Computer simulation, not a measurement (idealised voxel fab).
Title: Process Module voxel ribs on slabs
215 nm wide, 5 nm square cells: that's cross-section cut.
Square cells in a grid make up a cross-section in this document, and the grid is given as bands, listed from the top down, each one or more rows of cells. Per band: top height and bottom height in nm, followed by the left-to-right materials and their widths in nm; "everywhere" marks a single material spanning edge to edge, "blank" marks empty space. Heights from 0 (as-received wafer is one material below). Bottom band endless downward, as "0 and below". A width such as "30..40" changes by the same amount from each row of cells to the next, from the band's top row to its bottom row. Key: "nothing altered" - step with no changed cell in the cross-section. Heads up: "Voids, fully enclosed" only lists the empty pockets with no open path to the top that are 8 cells or more, and it writes them as width x height at distance, distance from the left edge, in nm. Whatever follows a step's settings on its line is a remark the simulator itself makes about that step. overlay nm: how far to the right of its planned place the mask lay on this masked step (negative: to the left).

### Listed below are the process steps as planned
1 RECEIVE: material Si
2 DIRECTIONAL_DEP: material SiO2, thk nm 30
3 DIRECTIONAL_DEP: material polySi, thk nm 15
4 PATTERN: tone cover, mask id RIB, material resist, width nm 20, thk nm 15, overlay nm 0
5 DIRECTIONAL_ETCH: etch materials polySi, depth nm 10
6 STRIP: etch materials resist
7 DIRECTIONAL_DEP: material aC, thk nm 10
8 PATTERN: tone cover, mask id SLAB, material resist, width nm 70, thk nm 30, overlay nm 0
9 DIRECTIONAL_ETCH: etch materials aC, depth nm 10
10 STRIP: etch materials resist
11 DIRECTIONAL_ETCH: etch materials polySi, depth nm 5
12 STRIP: etch materials aC
13 FILL_DEP: material SiO2, thk nm 20
14 CMP: height nm 55
15 DIRECTIONAL_DEP: material TiN, thk nm 5
16 DIRECTIONAL_DEP: material aC, thk nm 10
17 PATTERN: tone cover, mask id HEATER, material resist, width nm 30, thk nm 30, overlay nm 0
18 DIRECTIONAL_ETCH: etch materials aC, depth nm 10
19 STRIP: etch materials resist
20 DIRECTIONAL_ETCH: etch materials TiN, depth nm 5
21 STRIP: etch materials aC
22 CONFORMAL_DEP: material SiO2, thk nm 5

### Wafer, first of two, run as planned

### Wafer at receipt (post step 1), cross-section
    0 and below | Si everywhere
    Voids, fully enclosed: none

### How the wafer stands in section after step 2
    30 down to 0 | SiO2 everywhere
    Rest of section, below 0: as before.

### How the wafer stands in section after step 3
    45 down to 30 | polySi everywhere
    Rest of section, below 30: as before.

### How the wafer stands in section after step 4
    60 down to 45 | 95 blank, 20 resist, 100 blank
    Rest of section, below 45: as before.

### How the wafer stands in section after step 5
    60 down to 45 | 95 blank, 20 resist, 100 blank
    45 down to 35 | 95 blank, 20 polySi, 100 blank
    Rest of section, below 35: as before.

### How the wafer stands in section after step 6
    45 down to 35 | 95 blank, 20 polySi, 100 blank
    Rest of section, below 35: as before.

### How the wafer stands in section after step 7
    55 down to 45 | 95 blank, 20 aC, 100 blank
    45 down to 35 | 95 aC, 20 polySi, 100 aC
    Rest of section, below 35: as before.

### How the wafer stands in section after step 8
    85 down to 55 | 70 blank, 70 resist, 75 blank
    55 down to 45 | 70 blank, 25 resist, 20 aC, 25 resist, 75 blank
    Rest of section, below 45: as before.

### How the wafer stands in section after step 9
    75 down to 55 | 70 blank, 70 resist, 75 blank
    55 down to 45 | 70 blank, 25 resist, 20 aC, 25 resist, 75 blank
    45 down to 35 | 70 blank, 25 aC, 20 polySi, 25 aC, 75 blank
    Rest of section, below 35: as before.

### How the wafer stands in section after step 10
    55 down to 45 | 95 blank, 20 aC, 100 blank
    Rest of section, below 45: as before.

### How the wafer stands in section after step 11
    55 down to 45 | 95 blank, 20 aC, 100 blank
    45 down to 35 | 70 blank, 25 aC, 20 polySi, 25 aC, 75 blank
    35 down to 30 | 70 blank, 70 polySi, 75 blank
    Rest of section, below 30: as before.

### How the wafer stands in section after step 12
    45 down to 35 | 95 blank, 20 polySi, 100 blank
    Rest of section, below 35: as before.

### How the wafer stands in section after step 13
    65 down to 45 | SiO2 everywhere
    45 down to 35 | 95 SiO2, 20 polySi, 100 SiO2
    35 down to 30 | 70 SiO2, 70 polySi, 75 SiO2
    Rest of section, below 30: as before.

### How the wafer stands in section after step 14
    55 down to 45 | SiO2 everywhere
    Rest of section, below 45: as before.

### How the wafer stands in section after step 15
    60 down to 55 | TiN everywhere
    Rest of section, below 55: as before.

### How the wafer stands in section after step 16
    70 down to 60 | aC everywhere
    Rest of section, below 60: as before.

### How the wafer stands in section after step 17
    100 down to 70 | 90 blank, 30 resist, 95 blank
    Rest of section, below 70: as before.

### How the wafer stands in section after step 18
    90 down to 70 | 90 blank, 30 resist, 95 blank
    70 down to 60 | 90 blank, 30 aC, 95 blank
    Rest of section, below 60: as before.

### How the wafer stands in section after step 19
    70 down to 60 | 90 blank, 30 aC, 95 blank
    Rest of section, below 60: as before.

### How the wafer stands in section after step 20
    70 down to 60 | 90 blank, 30 aC, 95 blank
    60 down to 55 | 90 blank, 30 TiN, 95 blank
    Rest of section, below 55: as before.

### How the wafer stands in section after step 21
    60 down to 55 | 90 blank, 30 TiN, 95 blank
    Rest of section, below 55: as before.

### How the wafer stands in section after step 22
    65 down to 60 | 85 blank, 40 SiO2, 90 blank
    60 down to 55 | 90 SiO2, 30 TiN, 95 SiO2
    Rest of section, below 55: as before.

### The second wafer was prepared from the same starting point and under the same plan as the first; its processing contained one mistake, and it remains indistinguishable from the first wafer up to and including step 2

### The second wafer cut through, at the time step 3 was supposed to be finished
    60 down to 30 | polySi everywhere
    Rest of section, below 30: as before.

### The second wafer cut through, at the time step 4 was supposed to be finished
    75 down to 60 | 95 blank, 20 resist, 100 blank
    Rest of section, below 60: as before.

### The second wafer cut through, at the time step 5 was supposed to be finished
    75 down to 60 | 95 blank, 20 resist, 100 blank
    60 down to 50 | 95 blank, 20 polySi, 100 blank
    Rest of section, below 50: as before.

### The second wafer cut through, at the time step 6 was supposed to be finished
    60 down to 50 | 95 blank, 20 polySi, 100 blank
    Rest of section, below 50: as before.

### The second wafer cut through, at the time step 7 was supposed to be finished
    70 down to 60 | 95 blank, 20 aC, 100 blank
    60 down to 50 | 95 aC, 20 polySi, 100 aC
    Rest of section, below 50: as before.

### The second wafer cut through, at the time step 8 was supposed to be finished
    100 down to 70 | 70 blank, 70 resist, 75 blank
    70 down to 60 | 70 blank, 25 resist, 20 aC, 25 resist, 75 blank
    Rest of section, below 60: as before.

### The second wafer cut through, at the time step 9 was supposed to be finished
    90 down to 70 | 70 blank, 70 resist, 75 blank
    70 down to 60 | 70 blank, 25 resist, 20 aC, 25 resist, 75 blank
    60 down to 50 | 70 blank, 25 aC, 20 polySi, 25 aC, 75 blank
    Rest of section, below 50: as before.

### The second wafer cut through, at the time step 10 was supposed to be finished
    70 down to 60 | 95 blank, 20 aC, 100 blank
    Rest of section, below 60: as before.

### The second wafer cut through, at the time step 11 was supposed to be finished
    70 down to 60 | 95 blank, 20 aC, 100 blank
    60 down to 50 | 70 blank, 25 aC, 20 polySi, 25 aC, 75 blank
    50 down to 45 | 70 blank, 70 polySi, 75 blank
    Rest of section, below 45: as before.

### The second wafer cut through, at the time step 12 was supposed to be finished
    60 down to 50 | 95 blank, 20 polySi, 100 blank
    Rest of section, below 50: as before.

### The second wafer cut through, at the time step 13 was supposed to be finished
    80 down to 60 | SiO2 everywhere
    60 down to 50 | 95 SiO2, 20 polySi, 100 SiO2
    50 down to 45 | 70 SiO2, 70 polySi, 75 SiO2
    Rest of section, below 45: as before.

### The second wafer cut through, at the time step 14 was supposed to be finished
    55 down to 45 | 95..70 SiO2, 20..70 polySi, 100..75 SiO2
    Rest of section, below 45: as before.

### The second wafer cut through, at the time step 15 was supposed to be finished
    60 down to 55 | TiN everywhere
    Rest of section, below 55: as before.

### The second wafer cut through, at the time step 16 was supposed to be finished
    70 down to 60 | aC everywhere
    Rest of section, below 60: as before.

### The second wafer cut through, at the time step 17 was supposed to be finished
    100 down to 70 | 90 blank, 30 resist, 95 blank
    Rest of section, below 70: as before.

### The second wafer cut through, at the time step 18 was supposed to be finished
    90 down to 70 | 90 blank, 30 resist, 95 blank
    70 down to 60 | 90 blank, 30 aC, 95 blank
    Rest of section, below 60: as before.

### The second wafer cut through, at the time step 19 was supposed to be finished
    70 down to 60 | 90 blank, 30 aC, 95 blank
    Rest of section, below 60: as before.

### The second wafer cut through, at the time step 20 was supposed to be finished
    70 down to 60 | 90 blank, 30 aC, 95 blank
    60 down to 55 | 90 blank, 30 TiN, 95 blank
    Rest of section, below 55: as before.

### The second wafer cut through, at the time step 21 was supposed to be finished
    60 down to 55 | 90 blank, 30 TiN, 95 blank
    Rest of section, below 55: as before.

### The second wafer cut through, at the time step 22 was supposed to be finished
    65 down to 60 | 85 blank, 40 SiO2, 90 blank
    60 down to 55 | 90 SiO2, 30 TiN, 95 SiO2
    Rest of section, below 55: as before.
What was the processing mistake? execution of plan step 3 occurred twice
Upon completion, the second wafer contains, in terms of cells, a greater or smaller amount of certain materials than the first wafer: SiO2: 125 fewer; polySi: 125 more
